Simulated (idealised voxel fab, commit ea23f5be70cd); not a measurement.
Process module name: voxel spacer lines
Section cut is 190 nm wide and gridded with 5 nm square cells.
Notation: cross-section as square-cell grid; stated in bands, top first, going down; one or more cell rows per band.
The entry gives the band's vertical extent as a top height and a bottom height in nm, then its horizontal make-up as materials from left to right, each with a width in nm. "blank" stands for empty space; a single material marked "everywhere" fills the band edge to edge.
Height is counted from the level 0, under which the received wafer is composed throughout of one material. The lowest of the bands is not closed at the bottom but continues downward, in the notation "0 and below".
When a width is written as two numbers, as in "30 to 40", the first number is the width in the top row of cells of the band and the second is the width in its bottom row, and the width changes by the same amount from each row to the next.
What does "same as before" mean for a step? It means no cell of the cross-section changed in that step.
What "Completely enclosed voids" gives you is every empty space of 8 cells or more that is cut off from the top. Each appears as width x height at distance, with the distance taken from the left edge and width, height and distance all in nm.
Formally, on a step line, whatever follows the settings is a remark that the simulator itself makes on the step.
The setting "overlay nm" may be written on the line of a step. When the step uses a mask, the value reports how far to the right of the planned place the mask lay, and a negative value reports that it lay to the left.
-- Process steps foreseen in the plan
1 RECEIVE: material Si
2 CONFORMAL_DEP: material Al2O3, thk nm 10
3 DIRECTIONAL_DEP: material TiN, thk nm 10
4 DIRECTIONAL_DEP: material aC, thk nm 30
5 PATTERN: tone cover, mask id MANDREL, material resist, width nm 15, pitch nm 50, thk nm 40, overlay nm 0
6 DIRECTIONAL_ETCH: etch materials aC, depth nm 30
7 STRIP: etch materials resist
8 CONFORMAL_DEP: material SiN, thk nm 10
9 DIRECTIONAL_ETCH: etch materials SiN, depth nm 10
10 STRIP: etch materials aC
11 DIRECTIONAL_ETCH: etch materials TiN, depth nm 10
12 STRIP: etch materials SiN
-- As-received state of the wafer in cross-section, equivalent to post-step 1
	0 and below | Si everywhere
	Completely enclosed voids: none
-- As-planned run: cross-section of the first of two wafers at end of module
	20 down to 10 | blank: 50 | TiN: 10 | blank: 15 | TiN: 10 | blank: 15 | TiN: 10 | blank: 15 | TiN: 10 | blank: 55
	10 down to 0 | Al2O3 everywhere
	0 and below | Si everywhere
	Completely enclosed voids: none
-- Here is the second of the two wafers cut open at the end of the module - same start, same plan as the first one, but we made one mistake running it
	20 down to 10 | blank: 60 | TiN: 15 | blank: 35 | TiN: 15 | blank: 65
	10 down to 0 | Al2O3 everywhere
	0 and below | Si everywhere
	Completely enclosed voids: none
Want to know what went wrong? rather than as planned, step 5 actually ran as PATTERN: tone open, mask id MANDREL, material resist, width nm 15, pitch nm 50, thk nm 40, overlay nm 0
Final difference in cells, second wafer against first, listed per material as more or fewer: 4 fewer of TiN
